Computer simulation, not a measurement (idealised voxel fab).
The document below concerns the process module designated voxel transistor to metal.
The figure presents cross-section cut, which has a width of 200 nm and is divided into square cells with an edge length of 5 nm.
Square cells in a grid make up a cross-section in this document, and the grid is given as bands, listed from the top down, each one or more rows of cells. Each band's line starts with the height of the band's top and of its bottom, in nm. Then come its materials from left to right, each with its width in nm. One material with "all across" fills the band from edge to edge. "empty" is empty space. Ref level 0: as-received wafer is one material below here. Bottom band extends down with no lower bound ("top 0, no bottom"). Width "30..40": first value at the band's top row of cells, second value at its bottom row, equal change from row to row. "nothing changed" for a step: no cell of the cross-section changed in that step. "Enclosed void inventory" contains a list of empty spaces, each no smaller than 8 cells and without an open way to the top, written in the form width x height at distance with the distance from the left edge and all three in nm. On a step's line, text after the settings is the simulator commenting on that step. Each step line may optionally specify "overlay nm", which for a step with a mask gives the rightward distance between the mask's planned place and where it lay, a negative value indicating the leftward direction. Pairs follow: section before one process step, section after it down to the lowest changed band, step with settings underneath. Pairs may come from different runs of this module on the same starting wafer; continuity with the pair above only as stated in the "Prior state" entry.

[Prior state]
> top 0, no bottom = Si all across
> Enclosed void inventory: none

[Post-Step Appearance]
> top 5, bottom 0 = SiO2 all across
> Under the height 0 nothing was changed.
> Enclosed void inventory: none
Q: step between the cross-sections above? A: CONFORMAL_DEP (material SiO2; thk nm 5)

Prior state: the after view from the pair directly above serves as the before view here.

[Post-Step Appearance]
> top 20, bottom 5 = SiN all across
> Under the height 5 nothing was changed.
> Enclosed void inventory: none
Q: step between the cross-sections above? A: CONFORMAL_DEP (material SiN; thk nm 15)

Prior state: the after view from the pair directly above serves as the before view here.

[Post-Step Appearance]
> top 35, bottom 20 = empty 45 nm; resist 105 nm; empty 50 nm
> Under the height 20 nothing was changed.
> Enclosed void inventory: none
Q: step between the cross-sections above? A: PATTERN (tone cover; mask id ACTIVE; material resist; width nm 105; thk nm 15; overlay nm 0)

Prior state: the after view from the pair directly above serves as the before view here.

[Post-Step Appearance]
> top 35, bottom 20 = empty 45 nm; resist 105 nm; empty 50 nm
> top 20, bottom 5 = empty 45 nm; SiN 105 nm; empty 50 nm
> Under the height 5 nothing was changed.
> Enclosed void inventory: none
Q: step between the cross-sections above? A: DIRECTIONAL_ETCH (etch materials SiN; depth nm 15)

Prior state: the after view from the pair directly above serves as the before view here.

[Post-Step Appearance]
> top 35, bottom 20 = empty 45 nm; resist 105 nm; empty 50 nm
> top 20, bottom 5 = empty 45 nm; SiN 105 nm; empty 50 nm
> top 5, bottom 0 = empty 45 nm; SiO2 105 nm; empty 50 nm
> Under the height 0 nothing was changed.
> Enclosed void inventory: none
Q: step between the cross-sections above? A: DIRECTIONAL_ETCH (etch materials SiO2; depth nm 5)

Prior state: the after view from the pair directly above serves as the before view here.

[Post-Step Appearance]
> top 35, bottom 20 = empty 45 nm; resist 105 nm; empty 50 nm
> top 20, bottom 5 = empty 45 nm; SiN 105 nm; empty 50 nm
> top 5, bottom 0 = empty 45 nm; SiO2 105 nm; empty 50 nm
> top 0, bottom -35 = empty 45 nm; Si 105 nm; empty 50 nm
> Under the height -35 nothing was changed.
> Enclosed void inventory: none
Q: step between the cross-sections above? A: DIRECTIONAL_ETCH (etch materials Si; depth nm 35)

Prior state: the after view from the pair directly above serves as the before view here.

[Post-Step Appearance]
> top 20, bottom 5 = empty 45 nm; SiN 105 nm; empty 50 nm
> Under the height 5 nothing was changed.
> Enclosed void inventory: none
Q: step between the cross-sections above? A: STRIP (etch materials resist)

Prior state: the after view from the pair directly above serves as the before view here.

[Post-Step Appearance]
> top 20, bottom 5 = empty 45 nm; SiN 105 nm; empty 50 nm
> top 5, bottom 0 = empty 45 nm; SiO2 105 nm; empty 50 nm
> top 0, bottom -35 = empty 45 nm; SiO2 5 nm; Si 95 nm; SiO2 5 nm; empty 50 nm
> top -35, bottom -40 = SiO2 50 nm; Si 95 nm; SiO2 55 nm
> Under the height -40 nothing was changed.
> Enclosed void inventory: none
Q: step between the cross-sections above? A: OXIDIZE (depth nm 5)

Prior state: the after view from the pair directly above serves as the before view here.

[Post-Step Appearance]
> top 25, bottom 20 = SiO2 all across
> top 20, bottom 5 = SiO2 45 nm; SiN 105 nm; SiO2 50 nm
> top 5, bottom 0 = SiO2 all across
> top 0, bottom -40 = SiO2 50 nm; Si 95 nm; SiO2 55 nm
> Under the height -40 nothing was changed.
> Enclosed void inventory: none
Q: step between the cross-sections above? A: FILL_DEP (material SiO2; thk nm 5)

Prior state: the after view from the pair directly above serves as the before view here.

[Post-Step Appearance]
> top 20, bottom 5 = SiO2 45 nm; SiN 105 nm; SiO2 50 nm
> Under the height 5 nothing was changed.
> Enclosed void inventory: none
Q: step between the cross-sections above? A: CMP (height nm 20)

Prior state: the after view from the pair directly above serves as the before view here.

[Post-Step Appearance]
> top 20, bottom 5 = empty 45 nm; SiN 105 nm; empty 50 nm
> Under the height 5 nothing was changed.
> Enclosed void inventory: none
Q: step between the cross-sections above? A: SELECTIVE_ETCH (etch materials SiO2; depth nm 15)

Prior state: the after view from the pair directly above serves as the before view here.

[Post-Step Appearance]
> top 5, bottom 0 = SiO2 all across
> Under the height 0 nothing was changed.
> Enclosed void inventory: none
Q: step between the cross-sections above? A: STRIP (etch materials SiN)

Prior state: the after view from the pair directly above serves as the before view here.

[Post-Step Appearance]
> top 0, bottom -40 = SiO2 50 nm; Si 95 nm; SiO2 55 nm
> Under the height -40 nothing was changed.
> Enclosed void inventory: none
Q: step between the cross-sections above? A: SELECTIVE_ETCH (etch materials SiO2; depth nm 5)

Prior state: the after view from the pair directly above serves as the before view here.

[Post-Step Appearance]
> top 0, bottom -5 = SiO2 all across
> Under the height -5 nothing was changed.
> Enclosed void inventory: none
Q: step between the cross-sections above? A: OXIDIZE (depth nm 5)

Prior state: the after view from the pair directly above serves as the before view here.

[Post-Step Appearance]
> top 30, bottom 0 = polySi all across
> Under the height 0 nothing was changed.
> Enclosed void inventory: none
Q: step between the cross-sections above? A: DIRECTIONAL_DEP (material polySi; thk nm 30)

Prior state: the after view from the pair directly above serves as the before view here.

[Post-Step Appearance]
> top 45, bottom 30 = SiCN all across
> Under the height 30 nothing was changed.
> Enclosed void inventory: none
Q: step between the cross-sections above? A: DIRECTIONAL_DEP (material SiCN; thk nm 15)

Prior state: the after view from the pair directly above serves as the before view here.

[Post-Step Appearance]
> top 60, bottom 45 = aC all across
> Under the height 45 nothing was changed.
> Enclosed void inventory: none
Q: step between the cross-sections above? A: DIRECTIONAL_DEP (material aC; thk nm 15)

Prior state: the after view from the pair directly above serves as the before view here.

[Post-Step Appearance]
> top 90, bottom 60 = empty 90 nm; resist 15 nm; empty 95 nm
> Under the height 60 nothing was changed.
> Enclosed void inventory: none
Q: step between the cross-sections above? A: PATTERN (tone cover; mask id GATE; material resist; width nm 15; thk nm 30; overlay nm 0)

Prior state: the after view from the pair directly above serves as the before view here.

[Post-Step Appearance]
> top 75, bottom 60 = empty 90 nm; resist 15 nm; empty 95 nm
> top 60, bottom 45 = empty 90 nm; aC 15 nm; empty 95 nm
> Under the height 45 nothing was changed.
> Enclosed void inventory: none
Q: step between the cross-sections above? A: DIRECTIONAL_ETCH (etch materials aC; depth nm 15)

Prior state: the after view from the pair directly above serves as the before view here.

[Post-Step Appearance]
> top 60, bottom 45 = empty 90 nm; aC 15 nm; empty 95 nm
> Under the height 45 nothing was changed.
> Enclosed void inventory: none
Q: step between the cross-sections above? A: STRIP (etch materials resist)

Prior state: the after view from the pair directly above serves as the before view here.

[Post-Step Appearance]
> top 60, bottom 45 = empty 90 nm; aC 15 nm; empty 95 nm
> top 45, bottom 30 = empty 90 nm; SiCN 15 nm; empty 95 nm
> Under the height 30 nothing was changed.
> Enclosed void inventory: none
Q: step between the cross-sections above? A: DIRECTIONAL_ETCH (etch materials SiCN; depth nm 25)

Prior state: the after view from the pair directly above serves as the before view here.

[Post-Step Appearance]
> top 60, bottom 45 = empty 90 nm; aC 15 nm; empty 95 nm
> top 45, bottom 30 = empty 90 nm; SiCN 15 nm; empty 95 nm
> top 30, bottom 0 = empty 90 nm; polySi 15 nm; empty 95 nm
> Under the height 0 nothing was changed.
> Enclosed void inventory: none
Q: step between the cross-sections above? A: DIRECTIONAL_ETCH (etch materials polySi; depth nm 40)

Prior state: the after view from the pair directly above serves as the before view here.

[Post-Step Appearance]
> top 45, bottom 30 = empty 90 nm; SiCN 15 nm; empty 95 nm
> Under the height 30 nothing was changed.
> Enclosed void inventory: none
Q: step between the cross-sections above? A: STRIP (etch materials aC)

Prior state: the after view from the pair directly above serves as the before view here.

[Post-Step Appearance]
> top 55, bottom 45 = empty 80 nm; SiN 35 nm; empty 85 nm
> top 45, bottom 30 = empty 80 nm; SiN 10 nm; SiCN 15 nm; SiN 10 nm; empty 85 nm
> top 30, bottom 10 = empty 80 nm; SiN 10 nm; polySi 15 nm; SiN 10 nm; empty 85 nm
> top 10, bottom 0 = SiN 90 nm; polySi 15 nm; SiN 95 nm
> Under the height 0 nothing was changed.
> Enclosed void inventory: none
Q: step between the cross-sections above? A: CONFORMAL_DEP (material SiN; thk nm 10)

Prior state: the after view from the pair directly above serves as the before view here.

[Post-Step Appearance]
> top 45, bottom 30 = empty 80 nm; SiN 10 nm; SiCN 15 nm; SiN 10 nm; empty 85 nm
> top 30, bottom 0 = empty 80 nm; SiN 10 nm; polySi 15 nm; SiN 10 nm; empty 85 nm
> Under the height 0 nothing was changed.
> Enclosed void inventory: none
Q: step between the cross-sections above? A: DIRECTIONAL_ETCH (etch materials SiN; depth nm 10)

Prior state: the after view from the pair directly above serves as the before view here.

[Post-Step Appearance]
> top 45, bottom 30 = empty 80 nm; SiN 10 nm; SiCN 15 nm; SiN 10 nm; empty 85 nm
> top 30, bottom 0 = empty 80 nm; SiN 10 nm; polySi 15 nm; SiN 10 nm; empty 85 nm
> top 0, bottom -5 = empty 80 nm; SiO2 35 nm; empty 85 nm
> Under the height -5 nothing was changed.
> Enclosed void inventory: none
Q: step between the cross-sections above? A: DIRECTIONAL_ETCH (etch materials SiO2; depth nm 5)

Prior state: the after view from the pair directly above serves as the before view here.

[Post-Step Appearance]
> top 45, bottom 30 = empty 80 nm; SiN 10 nm; SiCN 15 nm; SiN 10 nm; empty 85 nm
> top 30, bottom 0 = empty 80 nm; SiN 10 nm; polySi 15 nm; SiN 10 nm; empty 85 nm
> top 0, bottom -5 = empty 80 nm; SiO2 35 nm; empty 85 nm
> top -5, bottom -15 = SiO2 50 nm; empty 30 nm; Si 35 nm; empty 30 nm; SiO2 55 nm
> Under the height -15 nothing was changed.
> Enclosed void inventory: none
Q: step between the cross-sections above? A: DIRECTIONAL_ETCH (etch materials Si; depth nm 10)

Prior state: the after view from the pair directly above serves as the before view here.

[Post-Step Appearance]
> top 45, bottom 30 = empty 80 nm; SiN 10 nm; SiCN 15 nm; SiN 10 nm; empty 85 nm
> top 30, bottom 10 = empty 80 nm; SiN 10 nm; polySi 15 nm; SiN 10 nm; empty 85 nm
> top 10, bottom 0 = empty 65 nm; pSi 15 nm; SiN 10 nm; polySi 15 nm; SiN 10 nm; pSi 15 nm; empty 70 nm
> top 0, bottom -5 = empty 45 nm; pSi 35 nm; SiO2 35 nm; pSi 35 nm; empty 50 nm
> top -5, bottom -15 = SiO2 50 nm; pSi 30 nm; Si 35 nm; pSi 30 nm; SiO2 55 nm
> Under the height -15 nothing was changed.
> Enclosed void inventory: none
Q: step between the cross-sections above? A: EPI (material pSi; thk nm 15)

Prior state: the after view from the pair directly above serves as the before view here.

[Post-Step Appearance]
> top 50, bottom 45 = SiO2 all across
> top 45, bottom 30 = SiO2 80 nm; SiN 10 nm; SiCN 15 nm; SiN 10 nm; SiO2 85 nm
> top 30, bottom 10 = SiO2 80 nm; SiN 10 nm; polySi 15 nm; SiN 10 nm; SiO2 85 nm
> top 10, bottom 0 = SiO2 65 nm; pSi 15 nm; SiN 10 nm; polySi 15 nm; SiN 10 nm; pSi 15 nm; SiO2 70 nm
> top 0, bottom -5 = SiO2 45 nm; pSi 35 nm; SiO2 35 nm; pSi 35 nm; SiO2 50 nm
> Under the height -5 nothing was changed.
> Enclosed void inventory: none
Q: step between the cross-sections above? A: FILL_DEP (material SiO2; thk nm 5)

Prior state: the after view from the pair directly above serves as the before view here.

[Post-Step Appearance]
> top 45, bottom 30 = SiO2 80 nm; SiN 10 nm; SiCN 15 nm; SiN 10 nm; SiO2 85 nm
> Under the height 30 nothing was changed.
> Enclosed void inventory: none
Q: step between the cross-sections above? A: CMP (height nm 45)

Prior state: the after view from the pair directly above serves as the before view here.

[Post-Step Appearance]
> top 55, bottom 45 = SiO2 all across
> Under the height 45 nothing was changed.
> Enclosed void inventory: none
Q: step between the cross-sections above? A: DIRECTIONAL_DEP (material SiO2; thk nm 10)

Prior state: the after view from the pair directly above serves as the before view here.

[Post-Step Appearance]
> top 55, bottom 45 = SiO2 50 nm; empty 20 nm; SiO2 55 nm; empty 20 nm; SiO2 55 nm
> top 45, bottom 30 = SiO2 50 nm; empty 20 nm; SiO2 10 nm; SiN 10 nm; SiCN 15 nm; SiN 10 nm; SiO2 10 nm; empty 20 nm; SiO2 55 nm
> top 30, bottom 10 = SiO2 50 nm; empty 20 nm; SiO2 10 nm; SiN 10 nm; polySi 15 nm; SiN 10 nm; SiO2 10 nm; empty 20 nm; SiO2 55 nm
> top 10, bottom 0 = SiO2 50 nm; empty 15 nm; pSi 15 nm; SiN 10 nm; polySi 15 nm; SiN 10 nm; pSi 15 nm; empty 15 nm; SiO2 55 nm
> Under the height 0 nothing was changed.
> Enclosed void inventory: none
Q: step between the cross-sections above? A: MASKED_ETCH (tone open; mask id CONTACT; width nm 20; pitch nm 75; etch materials SiO2; depth nm 55; overlay nm 0)

Prior state: the after view from the pair directly above serves as the before view here.

[Post-Step Appearance]
> top 60, bottom 55 = TiN 55 nm; empty 10 nm; TiN 65 nm; empty 10 nm; TiN 60 nm
> top 55, bottom 45 = SiO2 50 nm; TiN 5 nm; empty 10 nm; TiN 5 nm; SiO2 55 nm; TiN 5 nm; empty 10 nm; TiN 5 nm; SiO2 55 nm
> top 45, bottom 30 = SiO2 50 nm; TiN 5 nm; empty 10 nm; TiN 5 nm; SiO2 10 nm; SiN 10 nm; SiCN 15 nm; SiN 10 nm; SiO2 10 nm; TiN 5 nm; empty 10 nm; TiN 5 nm; SiO2 55 nm
> top 30, bottom 15 = SiO2 50 nm; TiN 5 nm; empty 10 nm; TiN 5 nm; SiO2 10 nm; SiN 10 nm; polySi 15 nm; SiN 10 nm; SiO2 10 nm; TiN 5 nm; empty 10 nm; TiN 5 nm; SiO2 55 nm
> top 15, bottom 10 = SiO2 50 nm; TiN 5 nm; empty 5 nm; TiN 10 nm; SiO2 10 nm; SiN 10 nm; polySi 15 nm; SiN 10 nm; SiO2 10 nm; TiN 10 nm; empty 5 nm; TiN 5 nm; SiO2 55 nm
> top 10, bottom 5 = SiO2 50 nm; TiN 5 nm; empty 5 nm; TiN 5 nm; pSi 15 nm; SiN 10 nm; polySi 15 nm; SiN 10 nm; pSi 15 nm; TiN 5 nm; empty 5 nm; TiN 5 nm; SiO2 55 nm
> top 5, bottom 0 = SiO2 50 nm; TiN 15 nm; pSi 15 nm; SiN 10 nm; polySi 15 nm; SiN 10 nm; pSi 15 nm; TiN 15 nm; SiO2 55 nm
> Under the height 0 nothing was changed.
> Enclosed void inventory: none
Q: step between the cross-sections above? A: CONFORMAL_DEP (material TiN; thk nm 5)

Prior state: the after view from the pair directly above serves as the before view here.

[Post-Step Appearance]
> top 70, bottom 60 = Ru all across
> top 60, bottom 55 = TiN 55 nm; Ru 10 nm; TiN 65 nm; Ru 10 nm; TiN 60 nm
> top 55, bottom 45 = SiO2 50 nm; TiN 5 nm; Ru 10 nm; TiN 5 nm; SiO2 55 nm; TiN 5 nm; Ru 10 nm; TiN 5 nm; SiO2 55 nm
> top 45, bottom 30 = SiO2 50 nm; TiN 5 nm; Ru 10 nm; TiN 5 nm; SiO2 10 nm; SiN 10 nm; SiCN 15 nm; SiN 10 nm; SiO2 10 nm; TiN 5 nm; Ru 10 nm; TiN 5 nm; SiO2 55 nm
> top 30, bottom 15 = SiO2 50 nm; TiN 5 nm; Ru 10 nm; TiN 5 nm; SiO2 10 nm; SiN 10 nm; polySi 15 nm; SiN 10 nm; SiO2 10 nm; TiN 5 nm; Ru 10 nm; TiN 5 nm; SiO2 55 nm
> top 15, bottom 10 = SiO2 50 nm; TiN 5 nm; Ru 5 nm; TiN 10 nm; SiO2 10 nm; SiN 10 nm; polySi 15 nm; SiN 10 nm; SiO2 10 nm; TiN 10 nm; Ru 5 nm; TiN 5 nm; SiO2 55 nm
> top 10, bottom 5 = SiO2 50 nm; TiN 5 nm; Ru 5 nm; TiN 5 nm; pSi 15 nm; SiN 10 nm; polySi 15 nm; SiN 10 nm; pSi 15 nm; TiN 5 nm; Ru 5 nm; TiN 5 nm; SiO2 55 nm
> Under the height 5 nothing was changed.
> Enclosed void inventory: none
Q: step between the cross-sections above? A: FILL_DEP (material Ru; thk nm 10)

Prior state: the after view from the pair directly above serves as the before view here.

[Post-Step Appearance]
> top 55, bottom 45 = SiO2 50 nm; TiN 5 nm; Ru 10 nm; TiN 5 nm; SiO2 55 nm; TiN 5 nm; Ru 10 nm; TiN 5 nm; SiO2 55 nm
> Under the height 45 nothing was changed.
> Enclosed void inventory: none
Q: step between the cross-sections above? A: CMP (height nm 55)

Prior state: the after view from the pair directly above serves as the before view here.

[Post-Step Appearance]
> top 60, bottom 55 = SiCN all across
> Under the height 55 nothing was changed.
> Enclosed void inventory: none
Q: step between the cross-sections above? A: CONFORMAL_DEP (material SiCN; thk nm 5)

Prior state: the after view from the pair directly above serves as the before view here.

[Post-Step Appearance]
> top 80, bottom 60 = SiO2 all across
> Under the height 60 nothing was changed.
> Enclosed void inventory: none
Q: step between the cross-sections above? A: DIRECTIONAL_DEP (material SiO2; thk nm 20)

Prior state: the after view from the pair directly above serves as the before view here.

[Post-Step Appearance]
> top 80, bottom 60 = SiO2 50 nm; empty 20 nm; SiO2 55 nm; empty 20 nm; SiO2 55 nm
> Under the height 60 nothing was changed.
> Enclosed void inventory: none
Q: step between the cross-sections above? A: MASKED_ETCH (tone open; mask id METAL_1; width nm 20; pitch nm 75; etch materials SiO2; depth nm 20; overlay nm 0)

Prior state: the after view from the pair directly above serves as the before view here.

[Post-Step Appearance]
> top 80, bottom 60 = SiO2 50 nm; empty 20 nm; SiO2 55 nm; empty 20 nm; SiO2 55 nm
> top 60, bottom 55 = SiCN 50 nm; empty 20 nm; SiCN 55 nm; empty 20 nm; SiCN 55 nm
> Under the height 55 nothing was changed.
> Enclosed void inventory: none
Q: step between the cross-sections above? A: MASKED_ETCH (tone open; mask id METAL_1; width nm 20; pitch nm 75; etch materials SiCN; depth nm 5; overlay nm 0)

Prior state: the after view from the pair directly above serves as the before view here.

[Post-Step Appearance]
> top 85, bottom 80 = TiN 55 nm; empty 10 nm; TiN 65 nm; empty 10 nm; TiN 60 nm
> top 80, bottom 60 = SiO2 50 nm; TiN 5 nm; empty 10 nm; TiN 5 nm; SiO2 55 nm; TiN 5 nm; empty 10 nm; TiN 5 nm; SiO2 55 nm
> top 60, bottom 55 = SiCN 50 nm; TiN 20 nm; SiCN 55 nm; TiN 20 nm; SiCN 55 nm
> Under the height 55 nothing was changed.
> Enclosed void inventory: none
Q: step between the cross-sections above? A: CONFORMAL_DEP (material TiN; thk nm 5)

Prior state: the after view from the pair directly above serves as the before view here.

[Post-Step Appearance]
> top 90, bottom 85 = Cu all across
> top 85, bottom 80 = TiN 55 nm; Cu 10 nm; TiN 65 nm; Cu 10 nm; TiN 60 nm
> top 80, bottom 60 = SiO2 50 nm; TiN 5 nm; Cu 10 nm; TiN 5 nm; SiO2 55 nm; TiN 5 nm; Cu 10 nm; TiN 5 nm; SiO2 55 nm
> Under the height 60 nothing was changed.
> Enclosed void inventory: none
Q: step between the cross-sections above? A: FILL_DEP (material Cu; thk nm 5)

Prior state: the after view from the pair directly above serves as the before view here.

[Post-Step Appearance]
> top 80, bottom 60 = SiO2 50 nm; TiN 5 nm; Cu 10 nm; TiN 5 nm; SiO2 55 nm; TiN 5 nm; Cu 10 nm; TiN 5 nm; SiO2 55 nm
> Under the height 60 nothing was changed.
> Enclosed void inventory: none
Q: step between the cross-sections above? A: CMP (height nm 80)

Prior state: the after view from the pair directly above serves as the before view here.

[Post-Step Appearance]
> top 85, bottom 80 = SiCN all across
> Under the height 80 nothing was changed.
> Enclosed void inventory: none
Q: step between the cross-sections above? A: CONFORMAL_DEP (material SiCN; thk nm 5)

Prior state: the after view from the pair directly above serves as the before view here.

[Post-Step Appearance]
> top 120, bottom 85 = lowk all across
> Under the height 85 nothing was changed.
> Enclosed void inventory: none
Q: step between the cross-sections above? A: DIRECTIONAL_DEP (material lowk; thk nm 35)

Prior state: the after view from the pair directly above serves as the before view here.

[Post-Step Appearance]
> top 135, bottom 120 = resist 50 nm; empty 20 nm; resist 55 nm; empty 20 nm; resist 55 nm
> Under the height 120 nothing was changed.
> Enclosed void inventory: none
Q: step between the cross-sections above? A: PATTERN (tone open; mask id METAL_2; material resist; width nm 20; pitch nm 75; thk nm 15; overlay nm 0)

Prior state: the after view from the pair directly above serves as the before view here.

[Post-Step Appearance]
> top 135, bottom 120 = resist 50 nm; empty 20 nm; resist 55 nm; empty 20 nm; resist 55 nm
> top 120, bottom 100 = lowk 50 nm; empty 20 nm; lowk 55 nm; empty 20 nm; lowk 55 nm
> Under the height 100 nothing was changed.
> Enclosed void inventory: none
Q: step between the cross-sections above? A: DIRECTIONAL_ETCH (etch materials lowk; depth nm 20)

Prior state: the after view from the pair directly above serves as the before view here.

[Post-Step Appearance]
> top 120, bottom 100 = lowk 50 nm; empty 20 nm; lowk 55 nm; empty 20 nm; lowk 55 nm
> Under the height 100 nothing was changed.
> Enclosed void inventory: none
Q: step between the cross-sections above? A: STRIP (etch materials resist)

Prior state: the after view from the pair directly above serves as the before view here.

[Post-Step Appearance]
> top 120, bottom 100 = lowk 50 nm; empty 20 nm; lowk 55 nm; empty 20 nm; lowk 55 nm
> top 100, bottom 85 = lowk 50 nm; empty 15 nm; lowk 60 nm; empty 15 nm; lowk 60 nm
> Under the height 85 nothing was changed.
> Enclosed void inventory: none
Q: step between the cross-sections above? A: MASKED_ETCH (tone open; mask id METAL_2_HOLES; width nm 15; pitch nm 75; etch materials lowk; depth nm 15; overlay nm 0)

Prior state: the after view from the pair directly above serves as the before view here.

[Post-Step Appearance]
> top 120, bottom 100 = lowk 50 nm; empty 20 nm; lowk 55 nm; empty 20 nm; lowk 55 nm
> top 100, bottom 85 = lowk 50 nm; empty 15 nm; lowk 60 nm; empty 15 nm; lowk 60 nm
> top 85, bottom 80 = SiCN 50 nm; empty 15 nm; SiCN 60 nm; empty 15 nm; SiCN 60 nm
> Under the height 80 nothing was changed.
> Enclosed void inventory: none
Q: step between the cross-sections above? A: MASKED_ETCH (tone open; mask id METAL_2_HOLES; width nm 15; pitch nm 75; etch materials SiCN; depth nm 5; overlay nm 0)

Prior state: the after view from the pair directly above serves as the before view here.

[Post-Step Appearance]
> top 125, bottom 120 = TiN 55 nm; empty 10 nm; TiN 65 nm; empty 10 nm; TiN 60 nm
> top 120, bottom 105 = lowk 50 nm; TiN 5 nm; empty 10 nm; TiN 5 nm; lowk 55 nm; TiN 5 nm; empty 10 nm; TiN 5 nm; lowk 55 nm
> top 105, bottom 100 = lowk 50 nm; TiN 5 nm; empty 5 nm; TiN 10 nm; lowk 55 nm; TiN 5 nm; empty 5 nm; TiN 10 nm; lowk 55 nm
> top 100, bottom 85 = lowk 50 nm; TiN 5 nm; empty 5 nm; TiN 5 nm; lowk 60 nm; TiN 5 nm; empty 5 nm; TiN 5 nm; lowk 60 nm
> top 85, bottom 80 = SiCN 50 nm; TiN 15 nm; SiCN 60 nm; TiN 15 nm; SiCN 60 nm
> Under the height 80 nothing was changed.
> Enclosed void inventory: none
Q: step between the cross-sections above? A: CONFORMAL_DEP (material TiN; thk nm 5)

Prior state: the after view from the pair directly above serves as the before view here.

[Post-Step Appearance]
> top 130, bottom 125 = Ru all across
> top 125, bottom 120 = TiN 55 nm; Ru 10 nm; TiN 65 nm; Ru 10 nm; TiN 60 nm
> top 120, bottom 105 = lowk 50 nm; TiN 5 nm; Ru 10 nm; TiN 5 nm; lowk 55 nm; TiN 5 nm; Ru 10 nm; TiN 5 nm; lowk 55 nm
> top 105, bottom 100 = lowk 50 nm; TiN 5 nm; Ru 5 nm; TiN 10 nm; lowk 55 nm; TiN 5 nm; Ru 5 nm; TiN 10 nm; lowk 55 nm
> top 100, bottom 85 = lowk 50 nm; TiN 5 nm; Ru 5 nm; TiN 5 nm; lowk 60 nm; TiN 5 nm; Ru 5 nm; TiN 5 nm; lowk 60 nm
> Under the height 85 nothing was changed.
> Enclosed void inventory: none
Q: step between the cross-sections above? A: FILL_DEP (material Ru; thk nm 5)

Prior state: the after view from the pair directly above serves as the before view here.

[Post-Step Appearance]
> top 120, bottom 105 = lowk 50 nm; TiN 5 nm; Ru 10 nm; TiN 5 nm; lowk 55 nm; TiN 5 nm; Ru 10 nm; TiN 5 nm; lowk 55 nm
> Under the height 105 nothing was changed.
> Enclosed void inventory: none
Q: step between the cross-sections above? A: CMP (height nm 120)

Prior state: the after view from the pair directly above serves as the before view here.

[Post-Step Appearance]
> top 125, bottom 120 = SiN all across
> Under the height 120 nothing was changed.
> Enclosed void inventory: none
Q: step between the cross-sections above? A: CONFORMAL_DEP (material SiN; thk nm 5)

[Prior state]
> top 70, bottom 60 = Ru all across
> top 60, bottom 55 = TiN 55 nm; Ru 10 nm; TiN 65 nm; Ru 10 nm; TiN 60 nm
> top 55, bottom 45 = SiO2 50 nm; TiN 5 nm; Ru 10 nm; TiN 5 nm; SiO2 55 nm; TiN 5 nm; Ru 10 nm; TiN 5 nm; SiO2 55 nm
> top 45, bottom 30 = SiO2 50 nm; TiN 5 nm; Ru 10 nm; TiN 5 nm; SiO2 10 nm; SiN 10 nm; SiCN 15 nm; SiN 10 nm; SiO2 10 nm; TiN 5 nm; Ru 10 nm; TiN 5 nm; SiO2 55 nm
> top 30, bottom 15 = SiO2 50 nm; TiN 5 nm; Ru 10 nm; TiN 5 nm; SiO2 10 nm; SiN 10 nm; polySi 15 nm; SiN 10 nm; SiO2 10 nm; TiN 5 nm; Ru 10 nm; TiN 5 nm; SiO2 55 nm
> top 15, bottom 10 = SiO2 50 nm; TiN 5 nm; Ru 5 nm; TiN 10 nm; SiO2 10 nm; SiN 10 nm; polySi 15 nm; SiN 10 nm; SiO2 10 nm; TiN 10 nm; Ru 5 nm; TiN 5 nm; SiO2 55 nm
> top 10, bottom 5 = SiO2 50 nm; TiN 5 nm; Ru 5 nm; TiN 5 nm; pSi 15 nm; SiN 10 nm; polySi 15 nm; SiN 10 nm; pSi 15 nm; TiN 5 nm; Ru 5 nm; TiN 5 nm; SiO2 55 nm
> top 5, bottom 0 = SiO2 50 nm; TiN 15 nm; pSi 15 nm; SiN 10 nm; polySi 15 nm; SiN 10 nm; pSi 15 nm; TiN 15 nm; SiO2 55 nm
> top 0, bottom -5 = SiO2 45 nm; pSi 35 nm; SiO2 35 nm; pSi 35 nm; SiO2 50 nm
> top -5, bottom -15 = SiO2 50 nm; pSi 30 nm; Si 35 nm; pSi 30 nm; SiO2 55 nm
> top -15, bottom -40 = SiO2 50 nm; Si 95 nm; SiO2 55 nm
> top -40, no bottom = Si all across
> Enclosed void inventory: none

[Post-Step Appearance]
> top 75, bottom 70 = SiCN all across
> Under the height 70 nothing was changed.
> Enclosed void inventory: none
Q: step between the cross-sections above? A: CONFORMAL_DEP (material SiCN; thk nm 5)

Prior state: the after view from the pair directly above serves as the before view here.

[Post-Step Appearance]
> top 95, bottom 75 = SiO2 all across
> Under the height 75 nothing was changed.
> Enclosed void inventory: none
Q: step between the cross-sections above? A: DIRECTIONAL_DEP (material SiO2; thk nm 20)

Prior state: the after view from the pair directly above serves as the before view here.

[Post-Step Appearance]
> top 95, bottom 75 = SiO2 50 nm; empty 20 nm; SiO2 55 nm; empty 20 nm; SiO2 55 nm
> Under the height 75 nothing was changed.
> Enclosed void inventory: none
Q: step between the cross-sections above? A: MASKED_ETCH (tone open; mask id METAL_1; width nm 20; pitch nm 75; etch materials SiO2; depth nm 20; overlay nm 0)

Prior state: the after view from the pair directly above serves as the before view here.

[Post-Step Appearance]
> top 95, bottom 75 = SiO2 50 nm; empty 20 nm; SiO2 55 nm; empty 20 nm; SiO2 55 nm
> top 75, bottom 70 = SiCN 50 nm; empty 20 nm; SiCN 55 nm; empty 20 nm; SiCN 55 nm
> Under the height 70 nothing was changed.
> Enclosed void inventory: none
Q: step between the cross-sections above? A: MASKED_ETCH (tone open; mask id METAL_1; width nm 20; pitch nm 75; etch materials SiCN; depth nm 5; overlay nm 0)

Prior state: the after view from the pair directly above serves as the before view here.

[Post-Step Appearance]
> top 100, bottom 95 = TiN 55 nm; empty 10 nm; TiN 65 nm; empty 10 nm; TiN 60 nm
> top 95, bottom 75 = SiO2 50 nm; TiN 5 nm; empty 10 nm; TiN 5 nm; SiO2 55 nm; TiN 5 nm; empty 10 nm; TiN 5 nm; SiO2 55 nm
> top 75, bottom 70 = SiCN 50 nm; TiN 20 nm; SiCN 55 nm; TiN 20 nm; SiCN 55 nm
> Under the height 70 nothing was changed.
> Enclosed void inventory: none
Q: step between the cross-sections above? A: CONFORMAL_DEP (material TiN; thk nm 5)

Prior state: the after view from the pair directly above serves as the before view here.

[Post-Step Appearance]
> top 105, bottom 100 = Cu all across
> top 100, bottom 95 = TiN 55 nm; Cu 10 nm; TiN 65 nm; Cu 10 nm; TiN 60 nm
> top 95, bottom 75 = SiO2 50 nm; TiN 5 nm; Cu 10 nm; TiN 5 nm; SiO2 55 nm; TiN 5 nm; Cu 10 nm; TiN 5 nm; SiO2 55 nm
> Under the height 75 nothing was changed.
> Enclosed void inventory: none
Q: step between the cross-sections above? A: FILL_DEP (material Cu; thk nm 5)
